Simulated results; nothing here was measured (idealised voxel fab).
Process module in this document: voxel gate over fins
The cross-section on display is named cut; it measures 250 nm wide, and its cells are 5 nm squares.
When this document writes out a cross-section, it uses a grid of square cells and lists it as bands, beginning at the top and moving down, with a band standing for one or more rows of cells.
What a band's entry tells you: where the top is and where the bottom is, as heights in nm, and after that what lies inside, material by material from left to right, each with its width in nm. Empty space is written as the word "blank", and a single material marked with the word "full width" occupies the band from edge to edge.
Counting heights begins at 0, where everything beneath is, in the wafer as received, one material. The lowest band has no bottom; it goes on downwards, as "0..down" shows.
It should be noted that a width expressed as "30 to 40" varies in equal increments from row to row of cells within the band, taking the value of the first number at the top row and that of the second number at the bottom row.
What does "no alterations made" mean for a step? It means no cell of the cross-section changed in that step.
In "Enclosed void entries" the enclosed voids are listed, meaning empty spaces of 8 cells or larger without any opening to the top. The form is width x height at distance, distance from the left edge, units nm.
Past the settings on a step's line: simulator remark, on that step.
Regarding "overlay nm": on a step with a mask, it is the distance the mask lay to the right of its planned place; a negative value places it to the left.
The remainder of this document consists of a sequence of paired cross-sections. Each pair presents the cross-section prior to one process step together with the cross-section following it, the latter being rendered only as deep as the lowest band that underwent change. The intervening step, together with its settings, is stated beneath each pair. Because the pairs may originate from different runs of this module on the same starting wafer, a given pair is to be read as continuing from the preceding pair only where its entry headed "Structure before processing" so indicates.

Structure before processing:
  0..down: Si full width
  Enclosed void entries: none

Post-Step Section View:
  5..0: SiN full width
  Under the height 0 nothing was changed.
  Enclosed void entries: none
Going from one cross-section above to the next, the wafer undergoes CONFORMAL_DEP (material SiN; thk nm 5)

Structure before processing: The structure entering this step is exactly what the pair just above shows after its step.

Post-Step Section View:
  25..5: 65 blank; 15 resist; 35 blank; 15 resist; 35 blank; 15 resist; 70 blank
  Under the height 5 nothing was changed.
  Enclosed void entries: none
Going from one cross-section above to the next, the wafer undergoes PATTERN (tone cover; mask id FINS; material resist; width nm 15; pitch nm 50; thk nm 20; overlay nm 0)

Structure before processing: The structure entering this step is exactly what the pair just above shows after its step.

Post-Step Section View:
  25..5: 65 blank; 15 resist; 35 blank; 15 resist; 35 blank; 15 resist; 70 blank
  5..0: 65 blank; 15 SiN; 35 blank; 15 SiN; 35 blank; 15 SiN; 70 blank
  Under the height 0 nothing was changed.
  Enclosed void entries: none
Going from one cross-section above to the next, the wafer undergoes DIRECTIONAL_ETCH (etch materials SiN; depth nm 5)

Structure before processing: The structure entering this step is exactly what the pair just above shows after its step.

Post-Step Section View:
  25..5: 65 blank; 15 resist; 35 blank; 15 resist; 35 blank; 15 resist; 70 blank
  5..0: 65 blank; 15 SiN; 35 blank; 15 SiN; 35 blank; 15 SiN; 70 blank
  0..-35: 65 blank; 15 Si; 35 blank; 15 Si; 35 blank; 15 Si; 70 blank
  Under the height -35 nothing was changed.
  Enclosed void entries: none
Going from one cross-section above to the next, the wafer undergoes DIRECTIONAL_ETCH (etch materials Si; depth nm 35)

Structure before processing: The structure entering this step is exactly what the pair just above shows after its step.

Post-Step Section View:
  5..0: 65 blank; 15 SiN; 35 blank; 15 SiN; 35 blank; 15 SiN; 70 blank
  Under the height 0 nothing was changed.
  Enclosed void entries: none
Going from one cross-section above to the next, the wafer undergoes STRIP (etch materials resist)

Structure before processing: The structure entering this step is exactly what the pair just above shows after its step.

Post-Step Section View:
  5..0: 65 blank; 15 SiN; 35 blank; 15 SiN; 35 blank; 15 SiN; 70 blank
  0..-35: 65 blank; 5 SiO2; 5 Si; 5 SiO2; 35 blank; 5 SiO2; 5 Si; 5 SiO2; 35 blank; 5 SiO2; 5 Si; 5 SiO2; 70 blank
  -35..-40: 70 SiO2; 5 Si; 45 SiO2; 5 Si; 45 SiO2; 5 Si; 75 SiO2
  Under the height -40 nothing was changed.
  Enclosed void entries: none
Going from one cross-section above to the next, the wafer undergoes OXIDIZE (depth nm 5)

Structure before processing: The structure entering this step is exactly what the pair just above shows after its step.

Post-Step Section View:
  20..5: SiO2 full width
  5..0: 65 SiO2; 15 SiN; 35 SiO2; 15 SiN; 35 SiO2; 15 SiN; 70 SiO2
  0..-40: 70 SiO2; 5 Si; 45 SiO2; 5 Si; 45 SiO2; 5 Si; 75 SiO2
  Under the height -40 nothing was changed.
  Enclosed void entries: none
Going from one cross-section above to the next, the wafer undergoes FILL_DEP (material SiO2; thk nm 15)

Structure before processing: The structure entering this step is exactly what the pair just above shows after its step.

Post-Step Section View:
  5..0: 65 SiO2; 15 SiN; 35 SiO2; 15 SiN; 35 SiO2; 15 SiN; 70 SiO2
  Under the height 0 nothing was changed.
  Enclosed void entries: none
Going from one cross-section above to the next, the wafer undergoes CMP (height nm 5)

Structure before processing: The structure entering this step is exactly what the pair just above shows after its step.

Post-Step Section View:
  25..5: 90 resist; 15 blank; 145 resist
  Under the height 5 nothing was changed.
  Enclosed void entries: none
Going from one cross-section above to the next, the wafer undergoes PATTERN (tone open; mask id RAIL; material resist; width nm 15; thk nm 20; overlay nm 0)

Structure before processing: The structure entering this step is exactly what the pair just above shows after its step.

Post-Step Section View:
  25..5: 90 resist; 15 blank; 145 resist
  5..0: 65 SiO2; 15 SiN; 10 SiO2; 15 blank; 10 SiO2; 15 SiN; 35 SiO2; 15 SiN; 70 SiO2
  0..-30: 70 SiO2; 5 Si; 15 SiO2; 15 blank; 15 SiO2; 5 Si; 45 SiO2; 5 Si; 75 SiO2
  Under the height -30 nothing was changed.
  Enclosed void entries: none
Going from one cross-section above to the next, the wafer undergoes DIRECTIONAL_ETCH (etch materials SiO2; depth nm 35)

Structure before processing: The structure entering this step is exactly what the pair just above shows after its step.

Post-Step Section View:
  5..0: 65 SiO2; 15 SiN; 10 SiO2; 15 blank; 10 SiO2; 15 SiN; 35 SiO2; 15 SiN; 70 SiO2
  Under the height 0 nothing was changed.
  Enclosed void entries: none
Going from one cross-section above to the next, the wafer undergoes STRIP (etch materials resist)

Structure before processing: The structure entering this step is exactly what the pair just above shows after its step.

Post-Step Section View:
  10..5: 95 TiN; 5 blank; 150 TiN
  5..0: 65 SiO2; 15 SiN; 10 SiO2; 5 TiN; 5 blank; 5 TiN; 10 SiO2; 15 SiN; 35 SiO2; 15 SiN; 70 SiO2
  0..-25: 70 SiO2; 5 Si; 15 SiO2; 5 TiN; 5 blank; 5 TiN; 15 SiO2; 5 Si; 45 SiO2; 5 Si; 75 SiO2
  -25..-30: 70 SiO2; 5 Si; 15 SiO2; 15 TiN; 15 SiO2; 5 Si; 45 SiO2; 5 Si; 75 SiO2
  Under the height -30 nothing was changed.
  Enclosed void entries: none
Going from one cross-section above to the next, the wafer undergoes CONFORMAL_DEP (material TiN; thk nm 5)

Structure before processing: The structure entering this step is exactly what the pair just above shows after its step.

Post-Step Section View:
  15..10: W full width
  10..5: 95 TiN; 5 W; 150 TiN
  5..0: 65 SiO2; 15 SiN; 10 SiO2; 5 TiN; 5 W; 5 TiN; 10 SiO2; 15 SiN; 35 SiO2; 15 SiN; 70 SiO2
  0..-25: 70 SiO2; 5 Si; 15 SiO2; 5 TiN; 5 W; 5 TiN; 15 SiO2; 5 Si; 45 SiO2; 5 Si; 75 SiO2
  Under the height -25 nothing was changed.
  Enclosed void entries: none
Going from one cross-section above to the next, the wafer undergoes FILL_DEP (material W; thk nm 5)

Structure before processing: The structure entering this step is exactly what the pair just above shows after its step.

Post-Step Section View:
  5..0: 65 SiO2; 15 SiN; 10 SiO2; 5 TiN; 5 W; 5 TiN; 10 SiO2; 15 SiN; 35 SiO2; 15 SiN; 70 SiO2
  Under the height 0 nothing was changed.
  Enclosed void entries: none
Going from one cross-section above to the next, the wafer undergoes CMP (height nm 5)

Structure before processing: The structure entering this step is exactly what the pair just above shows after its step.

Post-Step Section View:
  5..0: 65 SiO2; 15 SiN; 10 SiO2; 15 blank; 10 SiO2; 15 SiN; 35 SiO2; 15 SiN; 70 SiO2
  0..-20: 70 SiO2; 5 Si; 15 SiO2; 15 blank; 15 SiO2; 5 Si; 45 SiO2; 5 Si; 75 SiO2
  Under the height -20 nothing was changed.
  Enclosed void entries: none
Going from one cross-section above to the next, the wafer undergoes SELECTIVE_ETCH (etch materials W Ru TiN; depth nm 25)

Structure before processing: The structure entering this step is exactly what the pair just above shows after its step.

Post-Step Section View:
  10..5: SiO2 full width
  5..0: 65 SiO2; 15 SiN; 35 SiO2; 15 SiN; 35 SiO2; 15 SiN; 70 SiO2
  0..-20: 70 SiO2; 5 Si; 45 SiO2; 5 Si; 45 SiO2; 5 Si; 75 SiO2
  Under the height -20 nothing was changed.
  Enclosed void entries: none
Going from one cross-section above to the next, the wafer undergoes FILL_DEP (material SiO2; thk nm 5)

Structure before processing: The structure entering this step is exactly what the pair just above shows after its step.

Post-Step Section View:
  5..0: 65 SiO2; 15 SiN; 35 SiO2; 15 SiN; 35 SiO2; 15 SiN; 70 SiO2
  Under the height 0 nothing was changed.
  Enclosed void entries: none
Going from one cross-section above to the next, the wafer undergoes CMP (height nm 5)

Structure before processing: The structure entering this step is exactly what the pair just above shows after its step.

Post-Step Section View:
  5..0: 65 blank; 15 SiN; 35 blank; 15 SiN; 35 blank; 15 SiN; 70 blank
  0..-15: 70 blank; 5 Si; 45 blank; 5 Si; 45 blank; 5 Si; 75 blank
  Under the height -15 nothing was changed.
  Enclosed void entries: none
Going from one cross-section above to the next, the wafer undergoes SELECTIVE_ETCH (etch materials SiO2; depth nm 20)

Structure before processing: The structure entering this step is exactly what the pair just above shows after its step.

Post-Step Section View:
  0..-15: 70 blank; 5 Si; 45 blank; 5 Si; 45 blank; 5 Si; 75 blank
  Under the height -15 nothing was changed.
  Enclosed void entries: none
Going from one cross-section above to the next, the wafer undergoes STRIP (etch materials SiN)

Structure before processing: The structure entering this step is exactly what the pair just above shows after its step.

Post-Step Section View:
  5..0: 65 blank; 15 HfO2; 35 blank; 15 HfO2; 35 blank; 15 HfO2; 70 blank
  0..-10: 65 blank; 5 HfO2; 5 Si; 5 HfO2; 35 blank; 5 HfO2; 5 Si; 5 HfO2; 35 blank; 5 HfO2; 5 Si; 5 HfO2; 70 blank
  -10..-15: 70 HfO2; 5 Si; 45 HfO2; 5 Si; 45 HfO2; 5 Si; 75 HfO2
  Under the height -15 nothing was changed.
  Enclosed void entries: none
Going from one cross-section above to the next, the wafer undergoes CONFORMAL_DEP (material HfO2; thk nm 5)

Structure before processing: The structure entering this step is exactly what the pair just above shows after its step.

Post-Step Section View:
  10..5: 60 blank; 25 TiN; 25 blank; 25 TiN; 25 blank; 25 TiN; 65 blank
  5..0: 60 blank; 5 TiN; 15 HfO2; 5 TiN; 25 blank; 5 TiN; 15 HfO2; 5 TiN; 25 blank; 5 TiN; 15 HfO2; 5 TiN; 65 blank
  0..-5: 60 blank; 5 TiN; 5 HfO2; 5 Si; 5 HfO2; 5 TiN; 25 blank; 5 TiN; 5 HfO2; 5 Si; 5 HfO2; 5 TiN; 25 blank; 5 TiN; 5 HfO2; 5 Si; 5 HfO2; 5 TiN; 65 blank
  -5..-10: 65 TiN; 5 HfO2; 5 Si; 5 HfO2; 35 TiN; 5 HfO2; 5 Si; 5 HfO2; 35 TiN; 5 HfO2; 5 Si; 5 HfO2; 70 TiN
  Under the height -10 nothing was changed.
  Enclosed void entries: none
Going from one cross-section above to the next, the wafer undergoes CONFORMAL_DEP (material TiN; thk nm 5)

Structure before processing: The structure entering this step is exactly what the pair just above shows after its step.

Post-Step Section View:
  20..10: W full width
  10..5: 60 W; 25 TiN; 25 W; 25 TiN; 25 W; 25 TiN; 65 W
  5..0: 60 W; 5 TiN; 15 HfO2; 5 TiN; 25 W; 5 TiN; 15 HfO2; 5 TiN; 25 W; 5 TiN; 15 HfO2; 5 TiN; 65 W
  0..-5: 60 W; 5 TiN; 5 HfO2; 5 Si; 5 HfO2; 5 TiN; 25 W; 5 TiN; 5 HfO2; 5 Si; 5 HfO2; 5 TiN; 25 W; 5 TiN; 5 HfO2; 5 Si; 5 HfO2; 5 TiN; 65 W
  Under the height -5 nothing was changed.
  Enclosed void entries: none
Going from one cross-section above to the next, the wafer undergoes FILL_DEP (material W; thk nm 10)

Structure before processing: The structure entering this step is exactly what the pair just above shows after its step.

Post-Step Section View:
  15..10: W full width
  Under the height 10 nothing was changed.
  Enclosed void entries: none
Going from one cross-section above to the next, the wafer undergoes CMP (height nm 15)

Structure before processing: The structure entering this step is exactly what the pair just above shows after its step.

Post-Step Section View:
  20..15: SiN full width
  Under the height 15 nothing was changed.
  Enclosed void entries: none
Going from one cross-section above to the next, the wafer undergoes CONFORMAL_DEP (material SiN; thk nm 5)

Structure before processing:
  0..-15: 70 blank; 5 Si; 45 blank; 5 Si; 45 blank; 5 Si; 75 blank
  -15..-20: 70 SiO2; 5 Si; 45 SiO2; 5 Si; 45 SiO2; 5 Si; 75 SiO2
  -20..-25: 70 SiO2; 5 Si; 15 SiO2; 5 TiN; 5 W; 5 TiN; 15 SiO2; 5 Si; 45 SiO2; 5 Si; 75 SiO2
  -25..-30: 70 SiO2; 5 Si; 15 SiO2; 15 TiN; 15 SiO2; 5 Si; 45 SiO2; 5 Si; 75 SiO2
  -30..-40: 70 SiO2; 5 Si; 45 SiO2; 5 Si; 45 SiO2; 5 Si; 75 SiO2
  -40..down: Si full width
  Enclosed void entries: none

Post-Step Section View:
  5..0: 65 blank; 15 TiN; 35 blank; 15 TiN; 35 blank; 15 TiN; 70 blank
  0..-10: 65 blank; 5 TiN; 5 Si; 5 TiN; 35 blank; 5 TiN; 5 Si; 5 TiN; 35 blank; 5 TiN; 5 Si; 5 TiN; 70 blank
  -10..-15: 70 TiN; 5 Si; 45 TiN; 5 Si; 45 TiN; 5 Si; 75 TiN
  Under the height -15 nothing was changed.
  Enclosed void entries: none
Going from one cross-section above to the next, the wafer undergoes CONFORMAL_DEP (material TiN; thk nm 5)

Structure before processing: The structure entering this step is exactly what the pair just above shows after its step.

Post-Step Section View:
  15..5: W full width
  5..0: 65 W; 15 TiN; 35 W; 15 TiN; 35 W; 15 TiN; 70 W
  0..-10: 65 W; 5 TiN; 5 Si; 5 TiN; 35 W; 5 TiN; 5 Si; 5 TiN; 35 W; 5 TiN; 5 Si; 5 TiN; 70 W
  Under the height -10 nothing was changed.
  Enclosed void entries: none
Going from one cross-section above to the next, the wafer undergoes FILL_DEP (material W; thk nm 10)

Structure before processing: The structure entering this step is exactly what the pair just above shows after its step.

Post-Step Section View:
  20..15: SiN full width
  Under the height 15 nothing was changed.
  Enclosed void entries: none
Going from one cross-section above to the next, the wafer undergoes CONFORMAL_DEP (material SiN; thk nm 5)

Structure before processing:
  25..5: 65 blank; 15 resist; 35 blank; 15 resist; 35 blank; 15 resist; 70 blank
  5..0: 65 blank; 15 SiN; 35 blank; 15 SiN; 35 blank; 15 SiN; 70 blank
  0..-35: 65 blank; 15 Si; 35 blank; 15 Si; 35 blank; 15 Si; 70 blank
  -35..down: Si full width
  Enclosed void entries: none

Post-Step Section View:
  25..5: 65 blank; 15 resist; 35 blank; 15 resist; 35 blank; 15 resist; 70 blank
  5..0: 65 blank; 15 SiN; 35 blank; 15 SiN; 35 blank; 15 SiN; 70 blank
  0..-70: 65 blank; 15 Si; 35 blank; 15 Si; 35 blank; 15 Si; 70 blank
  Under the height -70 nothing was changed.
  Enclosed void entries: none
Going from one cross-section above to the next, the wafer undergoes DIRECTIONAL_ETCH (etch materials Si; depth nm 35)

Structure before processing: The structure entering this step is exactly what the pair just above shows after its step.

Post-Step Section View:
  5..0: 65 blank; 15 SiN; 35 blank; 15 SiN; 35 blank; 15 SiN; 70 blank
  Under the height 0 nothing was changed.
  Enclosed void entries: none
Going from one cross-section above to the next, the wafer undergoes STRIP (etch materials resist)

Structure before processing: The structure entering this step is exactly what the pair just above shows after its step.

Post-Step Section View:
  5..0: 65 blank; 15 SiN; 35 blank; 15 SiN; 35 blank; 15 SiN; 70 blank
  0..-70: 65 blank; 5 SiO2; 5 Si; 5 SiO2; 35 blank; 5 SiO2; 5 Si; 5 SiO2; 35 blank; 5 SiO2; 5 Si; 5 SiO2; 70 blank
  -70..-75: 70 SiO2; 5 Si; 45 SiO2; 5 Si; 45 SiO2; 5 Si; 75 SiO2
  Under the height -75 nothing was changed.
  Enclosed void entries: none
Going from one cross-section above to the next, the wafer undergoes OXIDIZE (depth nm 5)

Structure before processing: The structure entering this step is exactly what the pair just above shows after its step.

Post-Step Section View:
  20..5: SiO2 full width
  5..0: 65 SiO2; 15 SiN; 35 SiO2; 15 SiN; 35 SiO2; 15 SiN; 70 SiO2
  0..-75: 70 SiO2; 5 Si; 45 SiO2; 5 Si; 45 SiO2; 5 Si; 75 SiO2
  Under the height -75 nothing was changed.
  Enclosed void entries: none
Going from one cross-section above to the next, the wafer undergoes FILL_DEP (material SiO2; thk nm 15)

Structure before processing: The structure entering this step is exactly what the pair just above shows after its step.

Post-Step Section View:
  5..0: 65 SiO2; 15 SiN; 35 SiO2; 15 SiN; 35 SiO2; 15 SiN; 70 SiO2
  Under the height 0 nothing was changed.
  Enclosed void entries: none
Going from one cross-section above to the next, the wafer undergoes CMP (height nm 5)

Structure before processing: The structure entering this step is exactly what the pair just above shows after its step.

Post-Step Section View:
  25..5: 90 resist; 15 blank; 145 resist
  Under the height 5 nothing was changed.
  Enclosed void entries: none
Going from one cross-section above to the next, the wafer undergoes PATTERN (tone open; mask id RAIL; material resist; width nm 15; thk nm 20; overlay nm 0)

Structure before processing: The structure entering this step is exactly what the pair just above shows after its step.

Post-Step Section View:
  25..5: 90 resist; 15 blank; 145 resist
  5..0: 65 SiO2; 15 SiN; 10 SiO2; 15 blank; 10 SiO2; 15 SiN; 35 SiO2; 15 SiN; 70 SiO2
  0..-30: 70 SiO2; 5 Si; 15 SiO2; 15 blank; 15 SiO2; 5 Si; 45 SiO2; 5 Si; 75 SiO2
  Under the height -30 nothing was changed.
  Enclosed void entries: none
Going from one cross-section above to the next, the wafer undergoes DIRECTIONAL_ETCH (etch materials SiO2; depth nm 35)

Structure before processing: The structure entering this step is exactly what the pair just above shows after its step.

Post-Step Section View:
  5..0: 65 SiO2; 15 SiN; 10 SiO2; 15 blank; 10 SiO2; 15 SiN; 35 SiO2; 15 SiN; 70 SiO2
  Under the height 0 nothing was changed.
  Enclosed void entries: none
Going from one cross-section above to the next, the wafer undergoes STRIP (etch materials resist)

Structure before processing: The structure entering this step is exactly what the pair just above shows after its step.

Post-Step Section View:
  10..5: 95 TiN; 5 blank; 150 TiN
  5..0: 65 SiO2; 15 SiN; 10 SiO2; 5 TiN; 5 blank; 5 TiN; 10 SiO2; 15 SiN; 35 SiO2; 15 SiN; 70 SiO2
  0..-25: 70 SiO2; 5 Si; 15 SiO2; 5 TiN; 5 blank; 5 TiN; 15 SiO2; 5 Si; 45 SiO2; 5 Si; 75 SiO2
  -25..-30: 70 SiO2; 5 Si; 15 SiO2; 15 TiN; 15 SiO2; 5 Si; 45 SiO2; 5 Si; 75 SiO2
  Under the height -30 nothing was changed.
  Enclosed void entries: none
Going from one cross-section above to the next, the wafer undergoes CONFORMAL_DEP (material TiN; thk nm 5)

Structure before processing: The structure entering this step is exactly what the pair just above shows after its step.

Post-Step Section View:
  15..10: W full width
  10..5: 95 TiN; 5 W; 150 TiN
  5..0: 65 SiO2; 15 SiN; 10 SiO2; 5 TiN; 5 W; 5 TiN; 10 SiO2; 15 SiN; 35 SiO2; 15 SiN; 70 SiO2
  0..-25: 70 SiO2; 5 Si; 15 SiO2; 5 TiN; 5 W; 5 TiN; 15 SiO2; 5 Si; 45 SiO2; 5 Si; 75 SiO2
  Under the height -25 nothing was changed.
  Enclosed void entries: none
Going from one cross-section above to the next, the wafer undergoes FILL_DEP (material W; thk nm 5)

Structure before processing: The structure entering this step is exactly what the pair just above shows after its step.

Post-Step Section View:
  5..0: 65 SiO2; 15 SiN; 10 SiO2; 5 TiN; 5 W; 5 TiN; 10 SiO2; 15 SiN; 35 SiO2; 15 SiN; 70 SiO2
  Under the height 0 nothing was changed.
  Enclosed void entries: none
Going from one cross-section above to the next, the wafer undergoes CMP (height nm 5)

Structure before processing: The structure entering this step is exactly what the pair just above shows after its step.

Post-Step Section View:
  5..0: 65 SiO2; 15 SiN; 10 SiO2; 15 blank; 10 SiO2; 15 SiN; 35 SiO2; 15 SiN; 70 SiO2
  0..-20: 70 SiO2; 5 Si; 15 SiO2; 15 blank; 15 SiO2; 5 Si; 45 SiO2; 5 Si; 75 SiO2
  Under the height -20 nothing was changed.
  Enclosed void entries: none
Going from one cross-section above to the next, the wafer undergoes SELECTIVE_ETCH (etch materials W Ru TiN; depth nm 25)

Structure before processing: The structure entering this step is exactly what the pair just above shows after its step.

Post-Step Section View:
  10..5: SiO2 full width
  5..0: 65 SiO2; 15 SiN; 35 SiO2; 15 SiN; 35 SiO2; 15 SiN; 70 SiO2
  0..-20: 70 SiO2; 5 Si; 45 SiO2; 5 Si; 45 SiO2; 5 Si; 75 SiO2
  Under the height -20 nothing was changed.
  Enclosed void entries: none
Going from one cross-section above to the next, the wafer undergoes FILL_DEP (material SiO2; thk nm 5)

Structure before processing: The structure entering this step is exactly what the pair just above shows after its step.

Post-Step Section View:
  5..0: 65 SiO2; 15 SiN; 35 SiO2; 15 SiN; 35 SiO2; 15 SiN; 70 SiO2
  Under the height 0 nothing was changed.
  Enclosed void entries: none
Going from one cross-section above to the next, the wafer undergoes CMP (height nm 5)

Structure before processing: The structure entering this step is exactly what the pair just above shows after its step.

Post-Step Section View:
  5..0: 65 blank; 15 SiN; 35 blank; 15 SiN; 35 blank; 15 SiN; 70 blank
  0..-15: 70 blank; 5 Si; 45 blank; 5 Si; 45 blank; 5 Si; 75 blank
  Under the height -15 nothing was changed.
  Enclosed void entries: none
Going from one cross-section above to the next, the wafer undergoes SELECTIVE_ETCH (etch materials SiO2; depth nm 20)

Structure before processing: The structure entering this step is exactly what the pair just above shows after its step.

Post-Step Section View:
  0..-15: 70 blank; 5 Si; 45 blank; 5 Si; 45 blank; 5 Si; 75 blank
  Under the height -15 nothing was changed.
  Enclosed void entries: none
Going from one cross-section above to the next, the wafer undergoes STRIP (etch materials SiN)

Structure before processing: The structure entering this step is exactly what the pair just above shows after its step.

Post-Step Section View:
  5..0: 65 blank; 15 HfO2; 35 blank; 15 HfO2; 35 blank; 15 HfO2; 70 blank
  0..-10: 65 blank; 5 HfO2; 5 Si; 5 HfO2; 35 blank; 5 HfO2; 5 Si; 5 HfO2; 35 blank; 5 HfO2; 5 Si; 5 HfO2; 70 blank
  -10..-15: 70 HfO2; 5 Si; 45 HfO2; 5 Si; 45 HfO2; 5 Si; 75 HfO2
  Under the height -15 nothing was changed.
  Enclosed void entries: none
Going from one cross-section above to the next, the wafer undergoes CONFORMAL_DEP (material HfO2; thk nm 5)

Structure before processing: The structure entering this step is exactly what the pair just above shows after its step.

Post-Step Section View:
  10..5: 60 blank; 25 TiN; 25 blank; 25 TiN; 25 blank; 25 TiN; 65 blank
  5..0: 60 blank; 5 TiN; 15 HfO2; 5 TiN; 25 blank; 5 TiN; 15 HfO2; 5 TiN; 25 blank; 5 TiN; 15 HfO2; 5 TiN; 65 blank
  0..-5: 60 blank; 5 TiN; 5 HfO2; 5 Si; 5 HfO2; 5 TiN; 25 blank; 5 TiN; 5 HfO2; 5 Si; 5 HfO2; 5 TiN; 25 blank; 5 TiN; 5 HfO2; 5 Si; 5 HfO2; 5 TiN; 65 blank
  -5..-10: 65 TiN; 5 HfO2; 5 Si; 5 HfO2; 35 TiN; 5 HfO2; 5 Si; 5 HfO2; 35 TiN; 5 HfO2; 5 Si; 5 HfO2; 70 TiN
  Under the height -10 nothing was changed.
  Enclosed void entries: none
Going from one cross-section above to the next, the wafer undergoes CONFORMAL_DEP (material TiN; thk nm 5)

Structure before processing: The structure entering this step is exactly what the pair just above shows after its step.

Post-Step Section View:
  20..10: W full width
  10..5: 60 W; 25 TiN; 25 W; 25 TiN; 25 W; 25 TiN; 65 W
  5..0: 60 W; 5 TiN; 15 HfO2; 5 TiN; 25 W; 5 TiN; 15 HfO2; 5 TiN; 25 W; 5 TiN; 15 HfO2; 5 TiN; 65 W
  0..-5: 60 W; 5 TiN; 5 HfO2; 5 Si; 5 HfO2; 5 TiN; 25 W; 5 TiN; 5 HfO2; 5 Si; 5 HfO2; 5 TiN; 25 W; 5 TiN; 5 HfO2; 5 Si; 5 HfO2; 5 TiN; 65 W
  Under the height -5 nothing was changed.
  Enclosed void entries: none
Going from one cross-section above to the next, the wafer undergoes FILL_DEP (material W; thk nm 10)

Structure before processing: The structure entering this step is exactly what the pair just above shows after its step.

Post-Step Section View:
  15..10: W full width
  Under the height 10 nothing was changed.
  Enclosed void entries: none
Going from one cross-section above to the next, the wafer undergoes CMP (height nm 15)

Structure before processing: The structure entering this step is exactly what the pair just above shows after its step.

Post-Step Section View:
  20..15: SiN full width
  Under the height 15 nothing was changed.
  Enclosed void entries: none
Going from one cross-section above to the next, the wafer undergoes CONFORMAL_DEP (material SiN; thk nm 5)

Structure before processing:
  5..0: 65 SiO2; 15 SiN; 35 SiO2; 15 SiN; 35 SiO2; 15 SiN; 70 SiO2
  0..-20: 70 SiO2; 5 Si; 45 SiO2; 5 Si; 45 SiO2; 5 Si; 75 SiO2
  -20..-25: 70 SiO2; 5 Si; 15 SiO2; 5 TiN; 5 W; 5 TiN; 15 SiO2; 5 Si; 45 SiO2; 5 Si; 75 SiO2
  -25..-30: 70 SiO2; 5 Si; 15 SiO2; 15 TiN; 15 SiO2; 5 Si; 45 SiO2; 5 Si; 75 SiO2
  -30..-40: 70 SiO2; 5 Si; 45 SiO2; 5 Si; 45 SiO2; 5 Si; 75 SiO2
  -40..down: Si full width
  Enclosed void entries: none

Post-Step Section View:
  5..0: 65 SiO2; 15 blank; 35 SiO2; 15 blank; 35 SiO2; 15 blank; 70 SiO2
  Under the height 0 nothing was changed.
  Enclosed void entries: none
Going from one cross-section above to the next, the wafer undergoes STRIP (etch materials SiN)

Structure before processing: The structure entering this step is exactly what the pair just above shows after its step.

Post-Step Section View:
  0..-15: 70 blank; 5 Si; 45 blank; 5 Si; 45 blank; 5 Si; 75 blank
  -15..-20: 45 SiO2; 25 blank; 5 Si; 45 blank; 5 Si; 45 blank; 5 Si; 25 blank; 50 SiO2
  Under the height -20 nothing was changed.
  Enclosed void entries: none
Going from one cross-section above to the next, the wafer undergoes SELECTIVE_ETCH (etch materials SiO2; depth nm 20)

Structure before processing: The structure entering this step is exactly what the pair just above shows after its step.

Post-Step Section View:
  5..0: 65 blank; 15 HfO2; 35 blank; 15 HfO2; 35 blank; 15 HfO2; 70 blank
  0..-10: 65 blank; 5 HfO2; 5 Si; 5 HfO2; 35 blank; 5 HfO2; 5 Si; 5 HfO2; 35 blank; 5 HfO2; 5 Si; 5 HfO2; 70 blank
  -10..-15: 50 HfO2; 15 blank; 5 HfO2; 5 Si; 5 HfO2; 35 blank; 5 HfO2; 5 Si; 5 HfO2; 35 blank; 5 HfO2; 5 Si; 5 HfO2; 15 blank; 55 HfO2
  -15..-20: 45 SiO2; 25 HfO2; 5 Si; 45 HfO2; 5 Si; 45 HfO2; 5 Si; 25 HfO2; 50 SiO2
  Under the height -20 nothing was changed.
  Enclosed void entries: none
Going from one cross-section above to the next, the wafer undergoes CONFORMAL_DEP (material HfO2; thk nm 5)

Structure before processing: The structure entering this step is exactly what the pair just above shows after its step.

Post-Step Section View:
  10..5: 60 blank; 25 TiN; 25 blank; 25 TiN; 25 blank; 25 TiN; 65 blank
  5..0: 60 blank; 5 TiN; 15 HfO2; 5 TiN; 25 blank; 5 TiN; 15 HfO2; 5 TiN; 25 blank; 5 TiN; 15 HfO2; 5 TiN; 65 blank
  0..-5: 60 blank; 5 TiN; 5 HfO2; 5 Si; 5 HfO2; 5 TiN; 25 blank; 5 TiN; 5 HfO2; 5 Si; 5 HfO2; 5 TiN; 25 blank; 5 TiN; 5 HfO2; 5 Si; 5 HfO2; 5 TiN; 65 blank
  -5..-10: 55 TiN; 5 blank; 5 TiN; 5 HfO2; 5 Si; 5 HfO2; 5 TiN; 25 blank; 5 TiN; 5 HfO2; 5 Si; 5 HfO2; 5 TiN; 25 blank; 5 TiN; 5 HfO2; 5 Si; 5 HfO2; 5 TiN; 5 blank; 60 TiN
  -10..-15: 50 HfO2; 15 TiN; 5 HfO2; 5 Si; 5 HfO2; 35 TiN; 5 HfO2; 5 Si; 5 HfO2; 35 TiN; 5 HfO2; 5 Si; 5 HfO2; 15 TiN; 55 HfO2
  Under the height -15 nothing was changed.
  Enclosed void entries: none
Going from one cross-section above to the next, the wafer undergoes CONFORMAL_DEP (material TiN; thk nm 5)

Structure before processing: The structure entering this step is exactly what the pair just above shows after its step.

Post-Step Section View:
  20..10: W full width
  10..5: 60 W; 25 TiN; 25 W; 25 TiN; 25 W; 25 TiN; 65 W
  5..0: 60 W; 5 TiN; 15 HfO2; 5 TiN; 25 W; 5 TiN; 15 HfO2; 5 TiN; 25 W; 5 TiN; 15 HfO2; 5 TiN; 65 W
  0..-5: 60 W; 5 TiN; 5 HfO2; 5 Si; 5 HfO2; 5 TiN; 25 W; 5 TiN; 5 HfO2; 5 Si; 5 HfO2; 5 TiN; 25 W; 5 TiN; 5 HfO2; 5 Si; 5 HfO2; 5 TiN; 65 W
  -5..-10: 55 TiN; 5 W; 5 TiN; 5 HfO2; 5 Si; 5 HfO2; 5 TiN; 25 W; 5 TiN; 5 HfO2; 5 Si; 5 HfO2; 5 TiN; 25 W; 5 TiN; 5 HfO2; 5 Si; 5 HfO2; 5 TiN; 5 W; 60 TiN
  Under the height -10 nothing was changed.
  Enclosed void entries: none
Going from one cross-section above to the next, the wafer undergoes FILL_DEP (material W; thk nm 10)

Structure before processing: The structure entering this step is exactly what the pair just above shows after its step.

Post-Step Section View:
  15..10: W full width
  Under the height 10 nothing was changed.
  Enclosed void entries: none
Going from one cross-section above to the next, the wafer undergoes CMP (height nm 15)

Structure before processing: The structure entering this step is exactly what the pair just above shows after its step.

Post-Step Section View:
  20..15: SiN full width
  Under the height 15 nothing was changed.
  Enclosed void entries: none
Going from one cross-section above to the next, the wafer undergoes CONFORMAL_DEP (material SiN; thk nm 5)
